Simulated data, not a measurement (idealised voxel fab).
Process module heading - voxel wiring stack
For reference, the cross-section in this document is cut, with width 170 nm and square cells of 5 nm.
Format of a cross-section: grid, square cells. Given as bands. Order: top down. Band: one or more rows of cells. First you get the band's top height and its bottom height, in nm, and then the materials it's made of, left to right, with each width in nm. If you see a single material with "full width", that one covers the band edge to edge. "air" is empty space. A quick word on heights: they are counted from 0, and under that level the wafer as it came to us is one material throughout. The lowest band is different from the rest in having no bottom; it simply continues downward, written as in "0..down". The two numbers in a width such as "30->40" mark its ends across the band: the first belongs to the top row of cells, the second to the bottom row, and from each row to the next the width moves by the same amount. Where the words "no change occurred" appear for a step, the cross-section shows no cell changed by that step; every cell remained as before. "Internal closed voids" contains a list of empty spaces, each no smaller than 8 cells and without an open way to the top, written in the form width x height at distance with the distance from the left edge and all three in nm. Where a step's line continues beyond its settings, the continuation is a remark by the simulator itself on that step. overlay nm: right-of-plan distance of the mask on a masked step; negative values mean left-of-plan.
[The planned process steps are enumerated hereunder]
- 1: RECEIVE,material Si
- 2: CONFORMAL_DEP,material SiO2,thk nm 10
- 3: CONFORMAL_DEP,material SiN,thk nm 5
- 4: DIRECTIONAL_DEP,material lowk,thk nm 15
- 5: PATTERN,tone open,mask id METAL_1,material resist,width nm 20,pitch nm 35,thk nm 20,overlay nm 0
- 6: DIRECTIONAL_ETCH,etch materials lowk,depth nm 15
- 7: DIRECTIONAL_ETCH,etch materials SiN,depth nm 5
- 8: STRIP,etch materials resist
- 9: CONFORMAL_DEP,material TiN,thk nm 5
- 10: FILL_DEP,material Ru,thk nm 10
- 11: CMP,height nm 30
- 12: EPI,material Ru,thk nm 5
- 13: FILL_DEP,material SiCN,thk nm 5
- 14: DIRECTIONAL_DEP,material SiO2,thk nm 10
- 15: DIRECTIONAL_DEP,material aC,thk nm 15
- 16: PATTERN,tone open,mask id PLUG_1,material resist,width nm 15,pitch nm 35,thk nm 35,overlay nm 0
- 17: DIRECTIONAL_ETCH,etch materials aC,depth nm 15
- 18: STRIP,etch materials resist
- 19: DIRECTIONAL_ETCH,etch materials SiO2,depth nm 10
- 20: DIRECTIONAL_ETCH,etch materials SiCN,depth nm 5
- 21: STRIP,etch materials aC
- 22: EPI,material Ru,thk nm 10
- 23: EPI,material Ru,thk nm 5
- 24: CONFORMAL_DEP,material SiN,thk nm 5
- 25: DIRECTIONAL_DEP,material lowk,thk nm 15
- 26: MASKED_ETCH,tone open,mask id METAL_2,width nm 20,pitch nm 35,etch materials lowk,depth nm 15,overlay nm 0
- 27: MASKED_ETCH,tone open,mask id METAL_2,width nm 20,pitch nm 35,etch materials SiN,depth nm 5,overlay nm 0
- 28: CONFORMAL_DEP,material TiN,thk nm 5
- 29: FILL_DEP,material W,thk nm 5
- 30: CMP,height nm 70
- 31: EPI,material Ru,thk nm 5
- 32: FILL_DEP,material SiCN,thk nm 5
- 33: DIRECTIONAL_DEP,material SiO2,thk nm 30
- 34: MASKED_ETCH,tone open,mask id METAL_3,width nm 20,pitch nm 35,etch materials SiO2,depth nm 15,overlay nm 0
- 35: PATTERN,tone open,mask id METAL_3_HOLES,material resist,width nm 15,pitch nm 35,thk nm 15,overlay nm 0
- 36: DIRECTIONAL_ETCH,etch materials SiO2,depth nm 15
- 37: DIRECTIONAL_ETCH,etch materials SiCN,depth nm 5
- 38: STRIP,etch materials resist
- 39: CONFORMAL_DEP,material TiN,thk nm 5
- 40: FILL_DEP,material Ru,thk nm 10
- 41: CMP,height nm 110
- 42: CONFORMAL_DEP,material SiN,thk nm 5
[Cross-sectional view of the wafer in its as-received condition, corresponding to the state after step 1]
	0..down: Si full width
	Internal closed voids: none
[Cross-sectional view of the first of the two wafers upon completion of the module, processed in accordance with the plan]
	115..110: SiN full width
	110..100: 20 nm SiO2; 5 nm TiN; 10 nm Ru; 5 nm TiN; 15 nm SiO2; 5 nm TiN; 10 nm Ru; 5 nm TiN; 15 nm SiO2; 5 nm TiN; 10 nm Ru; 5 nm TiN; 15 nm SiO2; 5 nm TiN; 10 nm Ru; 5 nm TiN; 25 nm SiO2
	100..95: 20 nm SiO2; 5 nm TiN; 5 nm Ru; 10 nm TiN; 15 nm SiO2; 5 nm TiN; 5 nm Ru; 10 nm TiN; 15 nm SiO2; 5 nm TiN; 5 nm Ru; 10 nm TiN; 15 nm SiO2; 5 nm TiN; 5 nm Ru; 10 nm TiN; 25 nm SiO2
	95..80: 20 nm SiO2; 5 nm TiN; 5 nm Ru; 5 nm TiN; 20 nm SiO2; 5 nm TiN; 5 nm Ru; 5 nm TiN; 20 nm SiO2; 5 nm TiN; 5 nm Ru; 5 nm TiN; 20 nm SiO2; 5 nm TiN; 5 nm Ru; 5 nm TiN; 30 nm SiO2
	80..75: 20 nm SiCN; 15 nm TiN; 20 nm SiCN; 15 nm TiN; 20 nm SiCN; 15 nm TiN; 20 nm SiCN; 15 nm TiN; 30 nm SiCN
	75..70: 15 nm SiCN; 30 nm Ru; 5 nm SiCN; 30 nm Ru; 5 nm SiCN; 30 nm Ru; 5 nm SiCN; 30 nm Ru; 20 nm SiCN
	70..55: 20 nm lowk; 5 nm TiN; 10 nm W; 5 nm TiN; 15 nm lowk; 5 nm TiN; 10 nm W; 5 nm TiN; 15 nm lowk; 5 nm TiN; 10 nm W; 5 nm TiN; 15 nm lowk; 5 nm TiN; 10 nm W; 5 nm TiN; 25 nm lowk
	55..50: 20 nm SiN; 20 nm TiN; 15 nm SiN; 20 nm TiN; 15 nm SiN; 20 nm TiN; 15 nm SiN; 20 nm TiN; 25 nm SiN
	50..40: 20 nm SiO2; 15 nm Ru; 20 nm SiO2; 15 nm Ru; 20 nm SiO2; 15 nm Ru; 20 nm SiO2; 15 nm Ru; 30 nm SiO2
	40..30: 20->15 nm SiCN; 15->30 nm Ru; 20->5 nm SiCN; 15->30 nm Ru; 20->5 nm SiCN; 15->30 nm Ru; 20->5 nm SiCN; 15->30 nm Ru; 30->20 nm SiCN
	30..15: 20 nm lowk; 5 nm TiN; 10 nm Ru; 5 nm TiN; 15 nm lowk; 5 nm TiN; 10 nm Ru; 5 nm TiN; 15 nm lowk; 5 nm TiN; 10 nm Ru; 5 nm TiN; 15 nm lowk; 5 nm TiN; 10 nm Ru; 5 nm TiN; 25 nm lowk
	15..10: 20 nm SiN; 20 nm TiN; 15 nm SiN; 20 nm TiN; 15 nm SiN; 20 nm TiN; 15 nm SiN; 20 nm TiN; 25 nm SiN
	10..0: SiO2 full width
	0..down: Si full width
	Internal closed voids: none
[second wafer at the end: like start, like plan, one mistake]
	115..110: SiN full width
	110..85: 20 nm SiO2; 5 nm TiN; 10 nm Ru; 5 nm TiN; 15 nm SiO2; 5 nm TiN; 10 nm Ru; 5 nm TiN; 15 nm SiO2; 5 nm TiN; 10 nm Ru; 5 nm TiN; 15 nm SiO2; 5 nm TiN; 10 nm Ru; 5 nm TiN; 25 nm SiO2
	85..80: 20 nm SiO2; 5 nm TiN; 5 nm Ru; 10 nm TiN; 15 nm SiO2; 5 nm TiN; 5 nm Ru; 10 nm TiN; 15 nm SiO2; 5 nm TiN; 5 nm Ru; 10 nm TiN; 15 nm SiO2; 5 nm TiN; 5 nm Ru; 10 nm TiN; 25 nm SiO2
	80..75: 20 nm SiCN; 15 nm TiN; 20 nm SiCN; 15 nm TiN; 20 nm SiCN; 15 nm TiN; 20 nm SiCN; 15 nm TiN; 30 nm SiCN
	75..70: 15 nm SiCN; 30 nm Ru; 5 nm SiCN; 30 nm Ru; 5 nm SiCN; 30 nm Ru; 5 nm SiCN; 30 nm Ru; 20 nm SiCN
	70..55: 20 nm lowk; 5 nm TiN; 10 nm W; 5 nm TiN; 15 nm lowk; 5 nm TiN; 10 nm W; 5 nm TiN; 15 nm lowk; 5 nm TiN; 10 nm W; 5 nm TiN; 15 nm lowk; 5 nm TiN; 10 nm W; 5 nm TiN; 25 nm lowk
	55..50: 20 nm SiN; 20 nm TiN; 15 nm SiN; 20 nm TiN; 15 nm SiN; 20 nm TiN; 15 nm SiN; 20 nm TiN; 25 nm SiN
	50..40: 20 nm SiO2; 15 nm Ru; 20 nm SiO2; 15 nm Ru; 20 nm SiO2; 15 nm Ru; 20 nm SiO2; 15 nm Ru; 30 nm SiO2
	40..30: 20->15 nm SiCN; 15->30 nm Ru; 20->5 nm SiCN; 15->30 nm Ru; 20->5 nm SiCN; 15->30 nm Ru; 20->5 nm SiCN; 15->30 nm Ru; 30->20 nm SiCN
	30..15: 20 nm lowk; 5 nm TiN; 10 nm Ru; 5 nm TiN; 15 nm lowk; 5 nm TiN; 10 nm Ru; 5 nm TiN; 15 nm lowk; 5 nm TiN; 10 nm Ru; 5 nm TiN; 15 nm lowk; 5 nm TiN; 10 nm Ru; 5 nm TiN; 25 nm lowk
	15..10: 20 nm SiN; 20 nm TiN; 15 nm SiN; 20 nm TiN; 15 nm SiN; 20 nm TiN; 15 nm SiN; 20 nm TiN; 25 nm SiN
	10..0: SiO2 full width
	0..down: Si full width
	Internal closed voids: none
Heads up, the wafer didn't run the way we planned it: step 34 of the plan was executed twice over
FYI, end of process, the second wafer has more or fewer cells of some materials than the first: Ru +12, SiO2 -12
